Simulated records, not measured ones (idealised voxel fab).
Module name: voxel self aligned vias (process module)
We display cut, a cross-section 230 nm in width whose square cells are each 5 nm.
Cross-section = grid of square cells, listed top down in bands; band = one or more rows. Each band's line starts with the height of the band's top and of its bottom, in nm. Then come its materials from left to right, each with its width in nm. One material with "throughout" fills the band from edge to edge. "air" is empty space. Beneath 0, the wafer as received is one material, and that level is where height counting begins. The lowest band goes on downward without a bottom; it is written like "0 -> down". Graded width ("30->40"): value in top row of band = first number; value in bottom row = second number; row-to-row change constant. Given "changes: none" for a step, no cell of the cross-section differs between before and after that step. In the "Enclosed void inventory" entry, you get each enclosed empty space of 8 cells or more, one with no open way to the top, written width x height at distance, distance from the left edge, in nm. Past the settings on a step's line: simulator remark, on that step. A step's line can hold "overlay nm"; with a mask on that step, the setting says how far right of the planned place the mask lay, while a negative setting says it lay to the left.
-- Set out below are the planned steps of the process
- 1: RECEIVE | material Si
- 2: CONFORMAL_DEP | material SiO2 | thk nm 10
- 3: CONFORMAL_DEP | material SiCN | thk nm 5
- 4: DIRECTIONAL_DEP | material SiO2 | thk nm 25
- 5: PATTERN | tone open | mask id LINES | material resist | width nm 20 | pitch nm 55 | thk nm 20 | overlay nm 0
- 6: DIRECTIONAL_ETCH | etch materials SiO2 | depth nm 25
- 7: STRIP | etch materials resist
- 8: CONFORMAL_DEP | material TiN | thk nm 5
- 9: FILL_DEP | material W | thk nm 5
- 10: CMP | height nm 40
- 11: SELECTIVE_ETCH | etch materials W Ru TiN | depth nm 10
- 12: FILL_DEP | material SiN | thk nm 10
- 13: CMP | height nm 40
- 14: DIRECTIONAL_DEP | material SiO2 | thk nm 20
- 15: DIRECTIONAL_DEP | material aC | thk nm 15
- 16: PATTERN | tone open | mask id VIAS | material resist | width nm 40 | pitch nm 55 | thk nm 30 | overlay nm 0
- 17: DIRECTIONAL_ETCH | etch materials aC | depth nm 15
- 18: STRIP | etch materials resist
- 19: DIRECTIONAL_ETCH | etch materials SiO2 | depth nm 20
- 20: DIRECTIONAL_ETCH | etch materials SiN | depth nm 10
- 21: STRIP | etch materials aC
- 22: CONFORMAL_DEP | material TiN | thk nm 5
- 23: FILL_DEP | material Ru | thk nm 5
- 24: CMP | height nm 60
- 25: CONFORMAL_DEP | material SiCN | thk nm 5
-- as received, after step 1
> 0 -> down: Si throughout
> Enclosed void inventory: none
-- Here's the wafer cut in cross-section after the module, started and planned just like above, except one thing was done wrong in the run
> 65 -> 60: SiCN throughout
> 60 -> 45: SiO2 (65), TiN (5), Ru (30), TiN (5), SiO2 (15), TiN (5), Ru (30), TiN (5), SiO2 (70)
> 45 -> 40: SiO2 (65), TiN (40), SiO2 (15), TiN (40), SiO2 (70)
> 40 -> 30: SiN (65), TiN (10), SiO2 (20), TiN (10), SiN (15), TiN (10), SiO2 (20), TiN (10), SiN (70)
> 30 -> 20: W (70), TiN (5), SiO2 (20), TiN (5), W (25), TiN (5), SiO2 (20), TiN (5), W (75)
> 20 -> 15: TiN (75), SiO2 (20), TiN (35), SiO2 (20), TiN (80)
> 15 -> 10: SiCN throughout
> 10 -> 0: SiO2 throughout
> 0 -> down: Si throughout
> Enclosed void inventory: none
What was the processing mistake? it should be noted that step 5 was executed with settings other than those planned, the operation and settings actually applied being PATTERN | tone cover | mask id LINES | material resist | width nm 20 | pitch nm 55 | thk nm 20 | overlay nm 0
